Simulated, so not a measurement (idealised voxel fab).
The document below concerns the process module designated voxel fin reveal.
Displayed cross-section: cut, width of 275 nm, square cells sized 5 nm.
Each cross-section below is a grid of square cells, stated as bands in top-down order, with one or more rows of cells making up each band.
Look at the band entry: it leads with the top's height and the bottom's height in nm. Then it lists the materials left to right, with a width in nm for each. The word "throughout" on a single material says that material fills the band edge to edge. The word "empty" is empty space.
Below 0: as-received wafer, all one material; heights counted from there. Lowest band: no bottom, goes on down, written "top 0, no bottom".
So if you see something like "30->40" for the width, read it as the top row of the band sitting at the first number and the bottom row at the second, with every row in between moving by the same amount as the last.
When a step is marked "stayed the same", none of the cells in the cross-section changed during that step.
Enclosed voids (no open way to top), threshold 8 cells or more, entry "Enclosed void list", notation width x height at distance, distance from left edge, nm.
Where a step's line continues beyond its settings, the continuation is a remark by the simulator itself on that step.
overlay nm: right-of-plan distance of the mask on a masked step; negative values mean left-of-plan.
THE STEPS PLANNED FOR THE PROCESS ARE AS FOLLOWS
1. RECEIVE | material Si
2. CONFORMAL_DEP | material SiN | thk nm 5
3. DIRECTIONAL_DEP | material aC | thk nm 10
4. PATTERN | tone cover | mask id FINS | material resist | width nm 15 | pitch nm 35 | thk nm 25 | overlay nm 0
5. DIRECTIONAL_ETCH | etch materials aC | depth nm 10
6. STRIP | etch materials resist
7. DIRECTIONAL_ETCH | etch materials SiN | depth nm 5
8. DIRECTIONAL_ETCH | etch materials Si | depth nm 35
9. STRIP | etch materials aC
10. FILL_DEP | material SiO2 | thk nm 5
11. CMP | height nm 5
12. SELECTIVE_ETCH | etch materials SiO2 | depth nm 15
13. STRIP | etch materials SiN
14. CONFORMAL_DEP | material SiO2 | thk nm 5
SO, THE FIRST OF OUR TWO WAFERS, RUN JUST AS WE PLANNED IT
RECEIVED-STATE CROSS-SECTION, REFLECTING COMPLETION OF STEP 1
    top 0, no bottom | Si throughout
    Enclosed void list: none
AFTER STEP 2
    top 5, bottom 0 | SiN throughout
    Below a height of 0, the structure has not been altered.
AFTER STEP 3
    top 15, bottom 5 | aC throughout
    Below a height of 5, the structure has not been altered.
AFTER STEP 4
    top 40, bottom 15 | empty=95 / resist=15 / empty=20 / resist=15 / empty=20 / resist=15 / empty=95
    Below a height of 15, the structure has not been altered.
AFTER STEP 5
    top 30, bottom 15 | empty=95 / resist=15 / empty=20 / resist=15 / empty=20 / resist=15 / empty=95
    top 15, bottom 5 | empty=95 / aC=15 / empty=20 / aC=15 / empty=20 / aC=15 / empty=95
    Below a height of 5, the structure has not been altered.
AFTER STEP 6
    top 15, bottom 5 | empty=95 / aC=15 / empty=20 / aC=15 / empty=20 / aC=15 / empty=95
    Below a height of 5, the structure has not been altered.
AFTER STEP 7
    top 15, bottom 5 | empty=95 / aC=15 / empty=20 / aC=15 / empty=20 / aC=15 / empty=95
    top 5, bottom 0 | empty=95 / SiN=15 / empty=20 / SiN=15 / empty=20 / SiN=15 / empty=95
    Below a height of 0, the structure has not been altered.
AFTER STEP 8
    top 15, bottom 5 | empty=95 / aC=15 / empty=20 / aC=15 / empty=20 / aC=15 / empty=95
    top 5, bottom 0 | empty=95 / SiN=15 / empty=20 / SiN=15 / empty=20 / SiN=15 / empty=95
    top 0, bottom -35 | empty=95 / Si=15 / empty=20 / Si=15 / empty=20 / Si=15 / empty=95
    Below a height of -35, the structure has not been altered.
AFTER STEP 9
    top 5, bottom 0 | empty=95 / SiN=15 / empty=20 / SiN=15 / empty=20 / SiN=15 / empty=95
    Below a height of 0, the structure has not been altered.
AFTER STEP 10
    top 10, bottom 5 | SiO2 throughout
    top 5, bottom 0 | SiO2=95 / SiN=15 / SiO2=20 / SiN=15 / SiO2=20 / SiN=15 / SiO2=95
    top 0, bottom -35 | SiO2=95 / Si=15 / SiO2=20 / Si=15 / SiO2=20 / Si=15 / SiO2=95
    Below a height of -35, the structure has not been altered.
AFTER STEP 11
    top 5, bottom 0 | SiO2=95 / SiN=15 / SiO2=20 / SiN=15 / SiO2=20 / SiN=15 / SiO2=95
    Below a height of 0, the structure has not been altered.
AFTER STEP 12
    top 5, bottom 0 | empty=95 / SiN=15 / empty=20 / SiN=15 / empty=20 / SiN=15 / empty=95
    top 0, bottom -10 | empty=95 / Si=15 / empty=20 / Si=15 / empty=20 / Si=15 / empty=95
    Below a height of -10, the structure has not been altered.
AFTER STEP 13
    top 0, bottom -10 | empty=95 / Si=15 / empty=20 / Si=15 / empty=20 / Si=15 / empty=95
    Below a height of -10, the structure has not been altered.
AFTER STEP 14
    top 5, bottom 0 | empty=90 / SiO2=25 / empty=10 / SiO2=25 / empty=10 / SiO2=25 / empty=90
    top 0, bottom -5 | empty=90 / SiO2=5 / Si=15 / SiO2=5 / empty=10 / SiO2=5 / Si=15 / SiO2=5 / empty=10 / SiO2=5 / Si=15 / SiO2=5 / empty=90
    top -5, bottom -35 | SiO2=95 / Si=15 / SiO2=20 / Si=15 / SiO2=20 / Si=15 / SiO2=95
    Below a height of -35, the structure has not been altered.
FOR THE SECOND WAFER, TAKE THE FIRST WAFER'S START AND PLAN, THEN ADD ONE MISTAKE MADE IN RUNNING IT; EVERYTHING THROUGH STEP 13, THAT STEP INCLUDED, IS SHARED WITH THE FIRST
Look at the second wafer in cross-section at the time step 14 ought to have finished: stayed the same
It is concluded that the wafer was processed incorrectly with respect to the plan, in that step 14 from the plan never happened, it was just skipped
Final tally in cells, some materials are higher or lower on the second wafer than on the first: 67 fewer of SiO2
